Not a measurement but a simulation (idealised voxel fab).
process module | voxel ribs on slabs
cross-section cut | 155 nm wide | cells 5 nm
A cross-section is a grid of square cells, given in bands from the top down. A band is one or more rows of cells.
Each band's line starts with the height of the band's top and of its bottom, in nm. Then come its materials from left to right, each with its width in nm. One material with "throughout" fills the band from edge to edge. "air" is empty space.
Height 0 is the level under which the wafer as received is all one material. The lowest band goes on downwards, as in "0 down".
A width such as "30 to 40" changes by the same amount from each row of cells to the next, from the band's top row to its bottom row.
"no change" after a step means that no cell of the cross-section changed.
closed voids: empty space of 8 cells or more with no open way to the top, each as width x height at its distance from the left edge, in nm
after a step's settings: what the simulator itself notes on the step
overlay nm, on a step with a mask: how far to the right of its planned place the mask lay; to the left if negative
plan
1 op RECEIVE | material Si
2 op DIRECTIONAL_DEP | material SiO2 | thk nm 20
3 op DIRECTIONAL_DEP | material polySi | thk nm 25
4 op MASKED_ETCH | tone cover | mask id RIB | width nm 20 | etch materials polySi | depth nm 20 | overlay nm 0
5 op MASKED_ETCH | tone cover | mask id SLAB | width nm 70 | etch materials polySi | depth nm 5 | overlay nm -15
6 op FILL_DEP | material SiO2 | thk nm 20
7 op CMP | height nm 55
8 op DIRECTIONAL_DEP | material TiN | thk nm 10
9 op PATTERN | tone cover | mask id HEATER | material resist | width nm 30 | thk nm 20 | overlay nm 0
10 op DIRECTIONAL_ETCH | etch materials TiN | depth nm 10
11 op STRIP | etch materials resist
12 op CONFORMAL_DEP | material SiO2 | thk nm 5
varied across the wafers: overlay nm of step 5. The plan shows the first wafer's value. All wafers start alike
first wafer as received, after step 1
  0 down: Si throughout
  closed voids: none
each wafer at the end: cells of each material gained (+) or lost (-) since it was received, then its closed voids
overlay nm -15 | +346 SiO2 | +12 TiN | +30 polySi | closed voids: none
overlay nm -10 | +346 SiO2 | +12 TiN | +30 polySi | closed voids: none
overlay nm -5 | +346 SiO2 | +12 TiN | +30 polySi | closed voids: none
overlay nm 0 | +346 SiO2 | +12 TiN | +30 polySi | closed voids: none
overlay nm 5 | +346 SiO2 | +12 TiN | +30 polySi | closed voids: none
overlay nm 10 | +346 SiO2 | +12 TiN | +30 polySi | closed voids: none
overlay nm 15 | +346 SiO2 | +12 TiN | +30 polySi | closed voids: none
